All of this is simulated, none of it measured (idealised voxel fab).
Proc. module: voxel wiring stack
Section cut is 260 nm wide and gridded with 5 nm square cells.
When this document writes out a cross-section, it uses a grid of square cells and lists it as bands, beginning at the top and moving down, with a band standing for one or more rows of cells.
Heights first: top, then bottom, in nm. Then materials, left to right, each with a width in nm. "edge to edge" on a single material: fills the band edge to edge. "air": empty space.
Heads up on the height convention: 0 is the point under which the incoming wafer is all one material, and the lowest band has no bottom, it just keeps going down, like "0 nm and below".
Think of "30..40" as a width that walks from the first number to the second as you go down the band, top row to bottom row, taking equal-sized steps from row to row.
"nothing changed" for a step: no cell of the cross-section changed in that step.
The entry "Trapped voids" lists the empty spaces that cover at least 8 cells and have no open path to the top. Each is written as width x height at distance, where the distance is measured from the left edge and all three values are in nm.
On a step's line, text after the settings is the simulator commenting on that step.
"overlay nm" denotes, for a step that has a mask, the displacement of the mask to the right of its planned place, with negative values corresponding to the left.
Process steps - plan
1) RECEIVE [material Si]
2) CONFORMAL_DEP [material SiO2] [thk nm 10]
3) DIRECTIONAL_DEP [material TiN] [thk nm 5]
4) DIRECTIONAL_DEP [material W] [thk nm 25]
5) MASKED_ETCH [tone cover] [mask id METAL_1] [width nm 25] [pitch nm 40] [etch materials W] [depth nm 25] [overlay nm 0]
6) MASKED_ETCH [tone cover] [mask id METAL_1] [width nm 25] [pitch nm 40] [etch materials TiN] [depth nm 5] [overlay nm 0]
7) FILL_DEP [material lowk] [thk nm 5]
8) CMP [height nm 40]
9) CONFORMAL_DEP [material SiCN] [thk nm 5]
10) DIRECTIONAL_DEP [material SiO2] [thk nm 10]
11) PATTERN [tone open] [mask id PLUG_1] [material resist] [width nm 15] [pitch nm 40] [thk nm 15] [overlay nm 0]
12) DIRECTIONAL_ETCH [etch materials SiO2] [depth nm 10]
13) DIRECTIONAL_ETCH [etch materials SiCN] [depth nm 5]
14) STRIP [etch materials resist]
15) CONFORMAL_DEP [material TiN] [thk nm 5]
16) FILL_DEP [material Ru] [thk nm 10]
17) CMP [height nm 55]
18) DIRECTIONAL_DEP [material TiN] [thk nm 5]
19) DIRECTIONAL_DEP [material Ru] [thk nm 25]
20) DIRECTIONAL_DEP [material aC] [thk nm 15]
21) PATTERN [tone cover] [mask id METAL_2] [material resist] [width nm 25] [pitch nm 40] [thk nm 35] [overlay nm 0]
22) DIRECTIONAL_ETCH [etch materials aC] [depth nm 15]
23) STRIP [etch materials resist]
24) DIRECTIONAL_ETCH [etch materials Ru] [depth nm 25]
25) DIRECTIONAL_ETCH [etch materials TiN] [depth nm 5]
26) STRIP [etch materials aC]
27) CONFORMAL_DEP [material SiCN] [thk nm 5]
28) FILL_DEP [material SiO2] [thk nm 5]
29) CMP [height nm 85]
30) CONFORMAL_DEP [material SiCN] [thk nm 5]
31) DIRECTIONAL_DEP [material lowk] [thk nm 20]
32) PATTERN [tone open] [mask id PLUG_2] [material resist] [width nm 15] [pitch nm 80] [thk nm 20] [overlay nm 0]
33) DIRECTIONAL_ETCH [etch materials lowk] [depth nm 20]
34) DIRECTIONAL_ETCH [etch materials SiCN] [depth nm 5]
35) STRIP [etch materials resist]
36) CONFORMAL_DEP [material TiN] [thk nm 5]
37) FILL_DEP [material Ru] [thk nm 5]
38) CMP [height nm 110]
39) CONFORMAL_DEP [material SiN] [thk nm 5]
40) DIRECTIONAL_DEP [material SiO2] [thk nm 15]
41) MASKED_ETCH [tone open] [mask id METAL_3] [width nm 25] [pitch nm 40] [etch materials SiO2] [depth nm 15] [overlay nm 0]
42) MASKED_ETCH [tone open] [mask id METAL_3] [width nm 25] [pitch nm 40] [etch materials SiN] [depth nm 5] [overlay nm 0]
43) CONFORMAL_DEP [material TiN] [thk nm 5]
44) FILL_DEP [material Cu] [thk nm 5]
45) CMP [height nm 130]
46) CONFORMAL_DEP [material SiCN] [thk nm 5]
First of two wafers - as planned
Cross-section of the wafer as it came to us, i.e., already through step 1
- 0 nm and below | Si edge to edge
- Trapped voids: none
Sectional view: wafer, after step 2
- 10 nm to 0 nm | SiO2 edge to edge
- Nothing below the height 0 has changed.
Sectional view: wafer, after step 3
- 15 nm to 10 nm | TiN edge to edge
- Nothing below the height 10 has changed.
Sectional view: wafer, after step 4
- 40 nm to 15 nm | W edge to edge
- Nothing below the height 15 has changed.
Sectional view: wafer, after step 5
- 40 nm to 15 nm | 55 of air, 25 of W, 15 of air, 25 of W, 15 of air, 25 of W, 15 of air, 25 of W, 60 of air
- Nothing below the height 15 has changed.
Sectional view: wafer, after step 6
- 40 nm to 15 nm | 55 of air, 25 of W, 15 of air, 25 of W, 15 of air, 25 of W, 15 of air, 25 of W, 60 of air
- 15 nm to 10 nm | 55 of air, 25 of TiN, 15 of air, 25 of TiN, 15 of air, 25 of TiN, 15 of air, 25 of TiN, 60 of air
- Nothing below the height 10 has changed.
Sectional view: wafer, after step 7
- 45 nm to 40 nm | lowk edge to edge
- 40 nm to 15 nm | 55 of lowk, 25 of W, 15 of lowk, 25 of W, 15 of lowk, 25 of W, 15 of lowk, 25 of W, 60 of lowk
- 15 nm to 10 nm | 55 of lowk, 25 of TiN, 15 of lowk, 25 of TiN, 15 of lowk, 25 of TiN, 15 of lowk, 25 of TiN, 60 of lowk
- Nothing below the height 10 has changed.
Sectional view: wafer, after step 8
- 40 nm to 15 nm | 55 of lowk, 25 of W, 15 of lowk, 25 of W, 15 of lowk, 25 of W, 15 of lowk, 25 of W, 60 of lowk
- Nothing below the height 15 has changed.
Sectional view: wafer, after step 9
- 45 nm to 40 nm | SiCN edge to edge
- Nothing below the height 40 has changed.
Sectional view: wafer, after step 10
- 55 nm to 45 nm | SiO2 edge to edge
- Nothing below the height 45 has changed.
Sectional view: wafer, after step 11
- 70 nm to 55 nm | 55 of resist, 15 of air, 25 of resist, 15 of air, 25 of resist, 15 of air, 25 of resist, 15 of air, 70 of resist
- Nothing below the height 55 has changed.
Sectional view: wafer, after step 12
- 70 nm to 55 nm | 55 of resist, 15 of air, 25 of resist, 15 of air, 25 of resist, 15 of air, 25 of resist, 15 of air, 70 of resist
- 55 nm to 45 nm | 55 of SiO2, 15 of air, 25 of SiO2, 15 of air, 25 of SiO2, 15 of air, 25 of SiO2, 15 of air, 70 of SiO2
- Nothing below the height 45 has changed.
Sectional view: wafer, after step 13
- 70 nm to 55 nm | 55 of resist, 15 of air, 25 of resist, 15 of air, 25 of resist, 15 of air, 25 of resist, 15 of air, 70 of resist
- 55 nm to 45 nm | 55 of SiO2, 15 of air, 25 of SiO2, 15 of air, 25 of SiO2, 15 of air, 25 of SiO2, 15 of air, 70 of SiO2
- 45 nm to 40 nm | 55 of SiCN, 15 of air, 25 of SiCN, 15 of air, 25 of SiCN, 15 of air, 25 of SiCN, 15 of air, 70 of SiCN
- Nothing below the height 40 has changed.
Sectional view: wafer, after step 14
- 55 nm to 45 nm | 55 of SiO2, 15 of air, 25 of SiO2, 15 of air, 25 of SiO2, 15 of air, 25 of SiO2, 15 of air, 70 of SiO2
- Nothing below the height 45 has changed.
Sectional view: wafer, after step 15
- 60 nm to 55 nm | 60 of TiN, 5 of air, 35 of TiN, 5 of air, 35 of TiN, 5 of air, 35 of TiN, 5 of air, 75 of TiN
- 55 nm to 45 nm | 55 of SiO2, 5 of TiN, 5 of air, 5 of TiN, 25 of SiO2, 5 of TiN, 5 of air, 5 of TiN, 25 of SiO2, 5 of TiN, 5 of air, 5 of TiN, 25 of SiO2, 5 of TiN, 5 of air, 5 of TiN, 70 of SiO2
- 45 nm to 40 nm | 55 of SiCN, 15 of TiN, 25 of SiCN, 15 of TiN, 25 of SiCN, 15 of TiN, 25 of SiCN, 15 of TiN, 70 of SiCN
- Nothing below the height 40 has changed.
Sectional view: wafer, after step 16
- 70 nm to 60 nm | Ru edge to edge
- 60 nm to 55 nm | 60 of TiN, 5 of Ru, 35 of TiN, 5 of Ru, 35 of TiN, 5 of Ru, 35 of TiN, 5 of Ru, 75 of TiN
- 55 nm to 45 nm | 55 of SiO2, 5 of TiN, 5 of Ru, 5 of TiN, 25 of SiO2, 5 of TiN, 5 of Ru, 5 of TiN, 25 of SiO2, 5 of TiN, 5 of Ru, 5 of TiN, 25 of SiO2, 5 of TiN, 5 of Ru, 5 of TiN, 70 of SiO2
- Nothing below the height 45 has changed.
Sectional view: wafer, after step 17
- 55 nm to 45 nm | 55 of SiO2, 5 of TiN, 5 of Ru, 5 of TiN, 25 of SiO2, 5 of TiN, 5 of Ru, 5 of TiN, 25 of SiO2, 5 of TiN, 5 of Ru, 5 of TiN, 25 of SiO2, 5 of TiN, 5 of Ru, 5 of TiN, 70 of SiO2
- Nothing below the height 45 has changed.
Sectional view: wafer, after step 18
- 60 nm to 55 nm | TiN edge to edge
- Nothing below the height 55 has changed.
Sectional view: wafer, after step 19
- 85 nm to 60 nm | Ru edge to edge
- Nothing below the height 60 has changed.
Sectional view: wafer, after step 20
- 100 nm to 85 nm | aC edge to edge
- Nothing below the height 85 has changed.
Sectional view: wafer, after step 21
- 135 nm to 100 nm | 55 of air, 25 of resist, 15 of air, 25 of resist, 15 of air, 25 of resist, 15 of air, 25 of resist, 60 of air
- Nothing below the height 100 has changed.
Sectional view: wafer, after step 22
- 120 nm to 100 nm | 55 of air, 25 of resist, 15 of air, 25 of resist, 15 of air, 25 of resist, 15 of air, 25 of resist, 60 of air
- 100 nm to 85 nm | 55 of air, 25 of aC, 15 of air, 25 of aC, 15 of air, 25 of aC, 15 of air, 25 of aC, 60 of air
- Nothing below the height 85 has changed.
Sectional view: wafer, after step 23
- 100 nm to 85 nm | 55 of air, 25 of aC, 15 of air, 25 of aC, 15 of air, 25 of aC, 15 of air, 25 of aC, 60 of air
- Nothing below the height 85 has changed.
Sectional view: wafer, after step 24
- 100 nm to 85 nm | 55 of air, 25 of aC, 15 of air, 25 of aC, 15 of air, 25 of aC, 15 of air, 25 of aC, 60 of air
- 85 nm to 60 nm | 55 of air, 25 of Ru, 15 of air, 25 of Ru, 15 of air, 25 of Ru, 15 of air, 25 of Ru, 60 of air
- Nothing below the height 60 has changed.
Sectional view: wafer, after step 25
- 100 nm to 85 nm | 55 of air, 25 of aC, 15 of air, 25 of aC, 15 of air, 25 of aC, 15 of air, 25 of aC, 60 of air
- 85 nm to 60 nm | 55 of air, 25 of Ru, 15 of air, 25 of Ru, 15 of air, 25 of Ru, 15 of air, 25 of Ru, 60 of air
- 60 nm to 55 nm | 55 of air, 25 of TiN, 15 of air, 25 of TiN, 15 of air, 25 of TiN, 15 of air, 25 of TiN, 60 of air
- Nothing below the height 55 has changed.
Sectional view: wafer, after step 26
- 85 nm to 60 nm | 55 of air, 25 of Ru, 15 of air, 25 of Ru, 15 of air, 25 of Ru, 15 of air, 25 of Ru, 60 of air
- Nothing below the height 60 has changed.
Sectional view: wafer, after step 27
- 90 nm to 85 nm | 50 of air, 35 of SiCN, 5 of air, 35 of SiCN, 5 of air, 35 of SiCN, 5 of air, 35 of SiCN, 55 of air
- 85 nm to 60 nm | 50 of air, 5 of SiCN, 25 of Ru, 5 of SiCN, 5 of air, 5 of SiCN, 25 of Ru, 5 of SiCN, 5 of air, 5 of SiCN, 25 of Ru, 5 of SiCN, 5 of air, 5 of SiCN, 25 of Ru, 5 of SiCN, 55 of air
- 60 nm to 55 nm | 55 of SiCN, 25 of TiN, 15 of SiCN, 25 of TiN, 15 of SiCN, 25 of TiN, 15 of SiCN, 25 of TiN, 60 of SiCN
- Nothing below the height 55 has changed.
Sectional view: wafer, after step 28
- 95 nm to 90 nm | SiO2 edge to edge
- 90 nm to 85 nm | 50 of SiO2, 35 of SiCN, 5 of SiO2, 35 of SiCN, 5 of SiO2, 35 of SiCN, 5 of SiO2, 35 of SiCN, 55 of SiO2
- 85 nm to 60 nm | 50 of SiO2, 5 of SiCN, 25 of Ru, 5 of SiCN, 5 of SiO2, 5 of SiCN, 25 of Ru, 5 of SiCN, 5 of SiO2, 5 of SiCN, 25 of Ru, 5 of SiCN, 5 of SiO2, 5 of SiCN, 25 of Ru, 5 of SiCN, 55 of SiO2
- Nothing below the height 60 has changed.
Sectional view: wafer, after step 29
- 85 nm to 60 nm | 50 of SiO2, 5 of SiCN, 25 of Ru, 5 of SiCN, 5 of SiO2, 5 of SiCN, 25 of Ru, 5 of SiCN, 5 of SiO2, 5 of SiCN, 25 of Ru, 5 of SiCN, 5 of SiO2, 5 of SiCN, 25 of Ru, 5 of SiCN, 55 of SiO2
- Nothing below the height 60 has changed.
Sectional view: wafer, after step 30
- 90 nm to 85 nm | SiCN edge to edge
- Nothing below the height 85 has changed.
Sectional view: wafer, after step 31
- 110 nm to 90 nm | lowk edge to edge
- Nothing below the height 90 has changed.
Sectional view: wafer, after step 32
- 130 nm to 110 nm | 55 of resist, 15 of air, 65 of resist, 15 of air, 110 of resist
- Nothing below the height 110 has changed.
Sectional view: wafer, after step 33
- 130 nm to 110 nm | 55 of resist, 15 of air, 65 of resist, 15 of air, 110 of resist
- 110 nm to 90 nm | 55 of lowk, 15 of air, 65 of lowk, 15 of air, 110 of lowk
- Nothing below the height 90 has changed.
Sectional view: wafer, after step 34
- 130 nm to 110 nm | 55 of resist, 15 of air, 65 of resist, 15 of air, 110 of resist
- 110 nm to 90 nm | 55 of lowk, 15 of air, 65 of lowk, 15 of air, 110 of lowk
- 90 nm to 85 nm | 55 of SiCN, 15 of air, 65 of SiCN, 15 of air, 110 of SiCN
- Nothing below the height 85 has changed.
Sectional view: wafer, after step 35
- 110 nm to 90 nm | 55 of lowk, 15 of air, 65 of lowk, 15 of air, 110 of lowk
- Nothing below the height 90 has changed.
Sectional view: wafer, after step 36
- 115 nm to 110 nm | 60 of TiN, 5 of air, 75 of TiN, 5 of air, 115 of TiN
- 110 nm to 90 nm | 55 of lowk, 5 of TiN, 5 of air, 5 of TiN, 65 of lowk, 5 of TiN, 5 of air, 5 of TiN, 110 of lowk
- 90 nm to 85 nm | 55 of SiCN, 15 of TiN, 65 of SiCN, 15 of TiN, 110 of SiCN
- Nothing below the height 85 has changed.
Sectional view: wafer, after step 37
- 120 nm to 115 nm | Ru edge to edge
- 115 nm to 110 nm | 60 of TiN, 5 of Ru, 75 of TiN, 5 of Ru, 115 of TiN
- 110 nm to 90 nm | 55 of lowk, 5 of TiN, 5 of Ru, 5 of TiN, 65 of lowk, 5 of TiN, 5 of Ru, 5 of TiN, 110 of lowk
- Nothing below the height 90 has changed.
Sectional view: wafer, after step 38
- 110 nm to 90 nm | 55 of lowk, 5 of TiN, 5 of Ru, 5 of TiN, 65 of lowk, 5 of TiN, 5 of Ru, 5 of TiN, 110 of lowk
- Nothing below the height 90 has changed.
Sectional view: wafer, after step 39
- 115 nm to 110 nm | SiN edge to edge
- Nothing below the height 110 has changed.
Sectional view: wafer, after step 40
- 130 nm to 115 nm | SiO2 edge to edge
- Nothing below the height 115 has changed.
Sectional view: wafer, after step 41
- 130 nm to 115 nm | 55 of SiO2, 25 of air, 15 of SiO2, 25 of air, 15 of SiO2, 25 of air, 15 of SiO2, 25 of air, 60 of SiO2
- Nothing below the height 115 has changed.
Sectional view: wafer, after step 42
- 130 nm to 115 nm | 55 of SiO2, 25 of air, 15 of SiO2, 25 of air, 15 of SiO2, 25 of air, 15 of SiO2, 25 of air, 60 of SiO2
- 115 nm to 110 nm | 55 of SiN, 25 of air, 15 of SiN, 25 of air, 15 of SiN, 25 of air, 15 of SiN, 25 of air, 60 of SiN
- Nothing below the height 110 has changed.
Sectional view: wafer, after step 43
- 135 nm to 130 nm | 60 of TiN, 15 of air, 25 of TiN, 15 of air, 25 of TiN, 15 of air, 25 of TiN, 15 of air, 65 of TiN
- 130 nm to 115 nm | 55 of SiO2, 5 of TiN, 15 of air, 5 of TiN, 15 of SiO2, 5 of TiN, 15 of air, 5 of TiN, 15 of SiO2, 5 of TiN, 15 of air, 5 of TiN, 15 of SiO2, 5 of TiN, 15 of air, 5 of TiN, 60 of SiO2
- 115 nm to 110 nm | 55 of SiN, 25 of TiN, 15 of SiN, 25 of TiN, 15 of SiN, 25 of TiN, 15 of SiN, 25 of TiN, 60 of SiN
- Nothing below the height 110 has changed.
Sectional view: wafer, after step 44
- 140 nm to 135 nm | Cu edge to edge
- 135 nm to 130 nm | 60 of TiN, 15 of Cu, 25 of TiN, 15 of Cu, 25 of TiN, 15 of Cu, 25 of TiN, 15 of Cu, 65 of TiN
- 130 nm to 115 nm | 55 of SiO2, 5 of TiN, 15 of Cu, 5 of TiN, 15 of SiO2, 5 of TiN, 15 of Cu, 5 of TiN, 15 of SiO2, 5 of TiN, 15 of Cu, 5 of TiN, 15 of SiO2, 5 of TiN, 15 of Cu, 5 of TiN, 60 of SiO2
- Nothing below the height 115 has changed.
Sectional view: wafer, after step 45
- 130 nm to 115 nm | 55 of SiO2, 5 of TiN, 15 of Cu, 5 of TiN, 15 of SiO2, 5 of TiN, 15 of Cu, 5 of TiN, 15 of SiO2, 5 of TiN, 15 of Cu, 5 of TiN, 15 of SiO2, 5 of TiN, 15 of Cu, 5 of TiN, 60 of SiO2
- Nothing below the height 115 has changed.
Sectional view: wafer, after step 46
- 135 nm to 130 nm | SiCN edge to edge
- Nothing below the height 130 has changed.
Second wafer, same starting state and plan as the first, one mistake in the run, identical through step 37
When step 38 should have ended
- 115 nm to 110 nm | 60 of TiN, 5 of Ru, 75 of TiN, 5 of Ru, 115 of TiN
- Nothing below the height 110 has changed.
When step 39 should have ended
- 120 nm to 115 nm | SiN edge to edge
- Nothing below the height 115 has changed.
When step 40 should have ended
- 135 nm to 120 nm | SiO2 edge to edge
- Nothing below the height 120 has changed.
When step 41 should have ended
- 135 nm to 120 nm | 55 of SiO2, 25 of air, 15 of SiO2, 25 of air, 15 of SiO2, 25 of air, 15 of SiO2, 25 of air, 60 of SiO2
- Nothing below the height 120 has changed.
When step 42 should have ended
- 135 nm to 120 nm | 55 of SiO2, 25 of air, 15 of SiO2, 25 of air, 15 of SiO2, 25 of air, 15 of SiO2, 25 of air, 60 of SiO2
- 120 nm to 115 nm | 55 of SiN, 25 of air, 15 of SiN, 25 of air, 15 of SiN, 25 of air, 15 of SiN, 25 of air, 60 of SiN
- Nothing below the height 115 has changed.
When step 43 should have ended
- 140 nm to 135 nm | 60 of TiN, 15 of air, 25 of TiN, 15 of air, 25 of TiN, 15 of air, 25 of TiN, 15 of air, 65 of TiN
- 135 nm to 120 nm | 55 of SiO2, 5 of TiN, 15 of air, 5 of TiN, 15 of SiO2, 5 of TiN, 15 of air, 5 of TiN, 15 of SiO2, 5 of TiN, 15 of air, 5 of TiN, 15 of SiO2, 5 of TiN, 15 of air, 5 of TiN, 60 of SiO2
- 120 nm to 115 nm | 55 of SiN, 25 of TiN, 15 of SiN, 25 of TiN, 15 of SiN, 25 of TiN, 15 of SiN, 25 of TiN, 60 of SiN
- Nothing below the height 115 has changed.
When step 44 should have ended
- 145 nm to 140 nm | Cu edge to edge
- 140 nm to 135 nm | 60 of TiN, 15 of Cu, 25 of TiN, 15 of Cu, 25 of TiN, 15 of Cu, 25 of TiN, 15 of Cu, 65 of TiN
- 135 nm to 120 nm | 55 of SiO2, 5 of TiN, 15 of Cu, 5 of TiN, 15 of SiO2, 5 of TiN, 15 of Cu, 5 of TiN, 15 of SiO2, 5 of TiN, 15 of Cu, 5 of TiN, 15 of SiO2, 5 of TiN, 15 of Cu, 5 of TiN, 60 of SiO2
- Nothing below the height 120 has changed.
When step 45 should have ended
- 130 nm to 120 nm | 55 of SiO2, 5 of TiN, 15 of Cu, 5 of TiN, 15 of SiO2, 5 of TiN, 15 of Cu, 5 of TiN, 15 of SiO2, 5 of TiN, 15 of Cu, 5 of TiN, 15 of SiO2, 5 of TiN, 15 of Cu, 5 of TiN, 60 of SiO2
- Nothing below the height 120 has changed.
When step 46 should have ended
- 135 nm to 130 nm | SiCN edge to edge
- Nothing below the height 130 has changed.
What was the processing mistake? planned and actual differ for step 38; actual: CMP [height nm 115]
The final cell counts differ between the wafers, with the second having more or fewer of some materials than the first: -12 Cu; +2 Ru; -32 SiO2; +42 TiN
